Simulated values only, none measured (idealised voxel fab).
Title: Process Module voxel plated lines
It is cross-section cut that appears here, measuring 300 nm in width, its square cells being 5 nm in size.
A cross-section is written here as square cells arranged in a grid, and it is given in bands from the top down, each band taking up one or more rows of cells.
Within each band entry, the heights of the top and of the bottom of the band appear first, in that order and in nm; the materials of the band then follow from left to right, each with its corresponding width in nm. The designation "all across" on a single material indicates that it fills the band from edge to edge; the designation "blank" indicates empty space.
Heights are measured from 0, the level below which the as-received wafer is all one material; the lowest band has no bottom and continues downward, written as in "top 0, no bottom".
It should be noted that a width expressed as "30..40" varies in equal increments from row to row of cells within the band, taking the value of the first number at the top row and that of the second number at the bottom row.
Reading "nothing changed" for a step: not a cell of the cross-section changed in it.
Voids not open to the top, 8 cells minimum: see "Internal closed voids". Written width x height at distance; distance is from the left edge; nm.
after a step's settings: what the simulator itself notes on the step
"overlay nm" on a masked step: distance the mask lay right of its planned place, negative for left.

**The planned process steps are enumerated hereunder**
1. RECEIVE | material Si
2. CONFORMAL_DEP | material Al2O3 | thk nm 10
3. DIRECTIONAL_DEP | material TiN | thk nm 5
4. PATTERN | tone open | mask id LINES | material resist | width nm 15 | pitch nm 45 | thk nm 35 | overlay nm 0
5. EPI | material Ru | thk nm 10
6. EPI | material Ru | thk nm 10
7. EPI | material Ru | thk nm 10
8. STRIP | etch materials resist
9. DIRECTIONAL_ETCH | etch materials TiN | depth nm 5
10. CONFORMAL_DEP | material SiN | thk nm 5
The value of width nm given for step 4 in the plan refers to the first wafer; the wafers vary in this setting and are alike at the start.

**Cross-section of the first of several wafers as received (after step 1)**
  top 0, no bottom | Si all across
  Internal closed voids: none

**Heads up, this table goes wafer by wafer. A row tells you, at the end of the module, how many cells of each material that wafer has put on (+) or dropped (-) since it was received, and then its closed voids**
width nm 15 | +120 Al2O3 | +54 Ru | +102 SiN | +9 TiN | Internal closed voids: none
width nm 20 | +120 Al2O3 | +72 Ru | +102 SiN | +12 TiN | Internal closed voids: none
width nm 25 | +120 Al2O3 | +90 Ru | +102 SiN | +15 TiN | Internal closed voids: none
width nm 30 | +120 Al2O3 | +108 Ru | +102 SiN | +18 TiN | Internal closed voids: none
